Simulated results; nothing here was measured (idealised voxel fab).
Process module, titled voxel gate over fins
For reference, the cross-section in this document is cut, with width 150 nm and square cells of 5 nm.
Just so we're on the same page, the cross-sections are grids of square cells, and they're listed out in bands top to bottom, each band one or more rows deep.
For a band, the entry starts with two heights in nm, that of the top and then that of the bottom, and carries on with the band's materials in order from left to right, each alongside its width in nm; the word "all across" beside a single material means it fills the band edge to edge, and "empty" means empty space.
Height 0 is the level under which the wafer as received is all one material. The lowest band goes on downwards, as in "0..down".
Read "30..40" as a graded width: first number on top, second number at the bottom, same change between each pair of neighbouring rows.
Step note "no modification" = no cross-section cell changed.
The entry "Enclosed internal cavities" lists the empty spaces that cover at least 8 cells and have no open path to the top. Each is written as width x height at distance, where the distance is measured from the left edge and all three values are in nm.
Formally, on a step line, whatever follows the settings is a remark that the simulator itself makes on the step.
The optional step-line setting "overlay nm" applies to steps with a mask and quantifies how far to the right of its planned location the mask lay, a negative value indicating leftward placement.
Steps in the process plan
1 RECEIVE with material Si
2 CONFORMAL_DEP with material SiN, thk nm 10
3 PATTERN with tone cover, mask id FINS, material resist, width nm 15, pitch nm 35, thk nm 15, overlay nm 0
4 DIRECTIONAL_ETCH with etch materials SiN, depth nm 10
5 DIRECTIONAL_ETCH with etch materials Si, depth nm 35
6 STRIP with etch materials resist
7 OXIDIZE with depth nm 5
8 FILL_DEP with material SiO2, thk nm 5
9 CMP with height nm 10
10 SELECTIVE_ETCH with etch materials SiO2, depth nm 25
11 STRIP with etch materials SiN
12 CONFORMAL_DEP with material HfO2, thk nm 5
13 CONFORMAL_DEP with material TiN, thk nm 5
14 FILL_DEP with material W, thk nm 15
15 CMP with height nm 20
16 CONFORMAL_DEP with material SiCN, thk nm 10
The plan's step 13 thk nm is the first wafer's value; the wafers differ in this setting and start identical.
The as-received cross-section of the first of several wafers corresponds to the state after step 1
	0..down = Si all across
	Enclosed internal cavities: none
Tabulated below, wafer by wafer, are the end-of-module results: for each material, the number of cells gained (+) or lost (-) relative to the as-received state, followed by the closed voids
thk nm 5 | +42 HfO2 | -224 Si | +60 SiCN | +140 SiO2 | +42 TiN | +120 W | Enclosed internal cavities: none
thk nm 10 | +42 HfO2 | -224 Si | +60 SiCN | +140 SiO2 | +84 TiN | +78 W | Enclosed internal cavities: none
thk nm 15 | +42 HfO2 | -224 Si | +60 SiCN | +140 SiO2 | +120 TiN | +42 W | Enclosed internal cavities: none
thk nm 20 | +42 HfO2 | -224 Si | +60 SiCN | +140 SiO2 | +138 TiN | +24 W | Enclosed internal cavities: none
